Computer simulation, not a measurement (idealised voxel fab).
process module | voxel transistor to metal
cross-section cut | 150 nm wide | cells 5 nm
A cross-section is a grid of square cells, given in bands from the top down. A band is one or more rows of cells.
Each band's line starts with the height of the band's top and of its bottom, in nm. Then come its materials from left to right, each with its width in nm. One material with "throughout" fills the band from edge to edge. "air" is empty space.
Height 0 is the level under which the wafer as received is all one material. The lowest band goes on downwards, as in "0 down".
A width such as "30 to 40" changes by the same amount from each row of cells to the next, from the band's top row to its bottom row.
"no change" after a step means that no cell of the cross-section changed.
closed voids: empty space of 8 cells or more with no open way to the top, each as width x height at its distance from the left edge, in nm
after a step's settings: what the simulator itself notes on the step
overlay nm, on a step with a mask: how far to the right of its planned place the mask lay; to the left if negative
plan
1 op RECEIVE | material Si
2 op CONFORMAL_DEP | material SiO2 | thk nm 5
3 op CONFORMAL_DEP | material SiN | thk nm 15
4 op DIRECTIONAL_DEP | material aC | thk nm 10
5 op PATTERN | tone cover | mask id ACTIVE | material resist | width nm 105 | thk nm 30 | overlay nm 0
6 op DIRECTIONAL_ETCH | etch materials aC | depth nm 10
7 op STRIP | etch materials resist
8 op DIRECTIONAL_ETCH | etch materials SiN | depth nm 15
9 op DIRECTIONAL_ETCH | etch materials SiO2 | depth nm 5
10 op DIRECTIONAL_ETCH | etch materials Si | depth nm 35
11 op STRIP | etch materials aC
12 op OXIDIZE | depth nm 5
13 op FILL_DEP | material SiO2 | thk nm 5
14 op CMP | height nm 20
15 op SELECTIVE_ETCH | etch materials SiO2 | depth nm 5
16 op STRIP | etch materials SiN
17 op SELECTIVE_ETCH | etch materials SiO2 | depth nm 5
18 op OXIDIZE | depth nm 5
19 op DIRECTIONAL_DEP | material polySi | thk nm 20
20 op DIRECTIONAL_DEP | material SiCN | thk nm 15
21 op MASKED_ETCH | tone cover | mask id GATE | width nm 25 | etch materials SiCN | depth nm 25 | overlay nm 0
22 op MASKED_ETCH | tone cover | mask id GATE | width nm 25 | etch materials polySi | depth nm 30 | overlay nm 0
23 op CONFORMAL_DEP | material SiO2 | thk nm 5
24 op DIRECTIONAL_ETCH | etch materials SiO2 | depth nm 5
25 op CONFORMAL_DEP | material SiN | thk nm 5
26 op DIRECTIONAL_ETCH | etch materials SiN | depth nm 5
27 op DIRECTIONAL_ETCH | etch materials SiO2 | depth nm 5
28 op DIRECTIONAL_ETCH | etch materials Si | depth nm 10
29 op EPI | material pSi | thk nm 15
30 op FILL_DEP | material SiO2 | thk nm 10
31 op CMP | height nm 35
32 op DIRECTIONAL_DEP | material SiO2 | thk nm 10
33 op PATTERN | tone open | mask id CONTACT | material resist | width nm 30 | pitch nm 65 | thk nm 15 | overlay nm 0
34 op DIRECTIONAL_ETCH | etch materials SiO2 | depth nm 45
35 op STRIP | etch materials resist
36 op CONFORMAL_DEP | material TiN | thk nm 5
37 op FILL_DEP | material W | thk nm 5
38 op CMP | height nm 45
39 op DIRECTIONAL_DEP | material TiN | thk nm 5
40 op DIRECTIONAL_DEP | material W | thk nm 15
41 op PATTERN | tone cover | mask id METAL_1 | material resist | width nm 20 | pitch nm 75 | thk nm 20 | overlay nm 0
42 op DIRECTIONAL_ETCH | etch materials W | depth nm 15
43 op DIRECTIONAL_ETCH | etch materials TiN | depth nm 5
44 op STRIP | etch materials resist
45 op FILL_DEP | material lowk | thk nm 10
46 op CMP | height nm 65
47 op CONFORMAL_DEP | material SiCN | thk nm 5
as received, after step 1
  0 down: Si throughout
  closed voids: none
a wafer at the end: this start, this plan, one mistake
  70 to 65: SiCN throughout
  65 to 50: lowk 25 | W 20 | lowk 55 | W 20 | lowk 30
  50 to 45: lowk 25 | TiN 20 | lowk 55 | TiN 20 | lowk 30
  45 to 35: SiO2 25 | TiN 5 | W 20 to 15 | TiN 5 to 10 | SiO2 35 | TiN 5 to 10 | W 20 to 15 | TiN 5 | SiO2 30
  35 to 25: SiO2 25 | TiN 5 | W 15 | TiN 5 | SiN 5 | SiO2 5 | SiCN 25 | SiO2 5 | SiN 5 | TiN 5 | W 15 | TiN 5 | SiO2 30
  25 to 20: SiO2 25 | TiN 5 | W 15 | TiN 5 | SiN 5 | SiO2 5 | polySi 25 | SiO2 5 | SiN 5 | TiN 5 | W 15 | TiN 5 | SiO2 30
  20 to 15: SiO2 25 | TiN 25 | SiN 5 | SiO2 5 | polySi 25 | SiO2 5 | SiN 5 | TiN 25 | SiO2 30
  15 to 10: SiO2 25 | pSi 25 | SiN 5 | SiO2 5 | polySi 25 | SiO2 5 | SiN 5 | pSi 25 | SiO2 30
  10 to 5: SiO2 25 | SiN 5 | pSi 20 | SiN 5 | SiO2 5 | polySi 25 | SiO2 5 | SiN 5 | pSi 20 | SiN 5 | SiO2 30
  5 to 0: SiO2 30 | pSi 20 | SiO2 45 | pSi 20 | SiO2 35
  0 to -10: SiO2 25 | Si 5 | pSi 20 | Si 45 | pSi 20 | Si 5 | SiO2 30
  -10 to -40: SiO2 25 | Si 95 | SiO2 30
  -40 down: Si throughout
  closed voids: none
what went wrong: steps 16 and 17 were swapped
